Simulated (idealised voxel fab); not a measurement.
process module | voxel lift off
cross-section cut | 260 nm wide | cells 5 nm
A cross-section is a grid of square cells, given in bands from the top down. A band is one or more rows of cells.
Each band's line starts with the height of the band's top and of its bottom, in nm. Then come its materials from left to right, each with its width in nm. One material with "throughout" fills the band from edge to edge. "air" is empty space.
Height 0 is the level under which the wafer as received is all one material. The lowest band goes on downwards, as in "0 down".
A width such as "30 to 40" changes by the same amount from each row of cells to the next, from the band's top row to its bottom row.
"no change" after a step means that no cell of the cross-section changed.
closed voids: empty space of 8 cells or more with no open way to the top, each as width x height at its distance from the left edge, in nm
after a step's settings: what the simulator itself notes on the step
overlay nm, on a step with a mask: how far to the right of its planned place the mask lay; to the left if negative
plan
1 op RECEIVE | material Si
2 op CONFORMAL_DEP | material SiO2 | thk nm 15
3 op PATTERN | tone open | mask id LINES | material resist | width nm 15 | pitch nm 45 | thk nm 30 | overlay nm 0
4 op DIRECTIONAL_DEP | material Ru | thk nm 5
5 op STRIP | etch materials resist
6 op CONFORMAL_DEP | material SiN | thk nm 5
varied across the wafers: thk nm of step 4. The plan shows the first wafer's value. All wafers start alike
first wafer as received, after step 1
  0 down: Si throughout
  closed voids: none
each wafer at the end: cells of each material gained (+) or lost (-) since it was received, then its closed voids
thk nm 5 | +6 Ru | +56 SiN | +156 SiO2 | closed voids: none
thk nm 10 | +12 Ru | +60 SiN | +156 SiO2 | closed voids: none
thk nm 15 | +18 Ru | +64 SiN | +156 SiO2 | closed voids: none
thk nm 20 | +24 Ru | +68 SiN | +156 SiO2 | closed voids: none
thk nm 25 | +30 Ru | +72 SiN | +156 SiO2 | closed voids: none
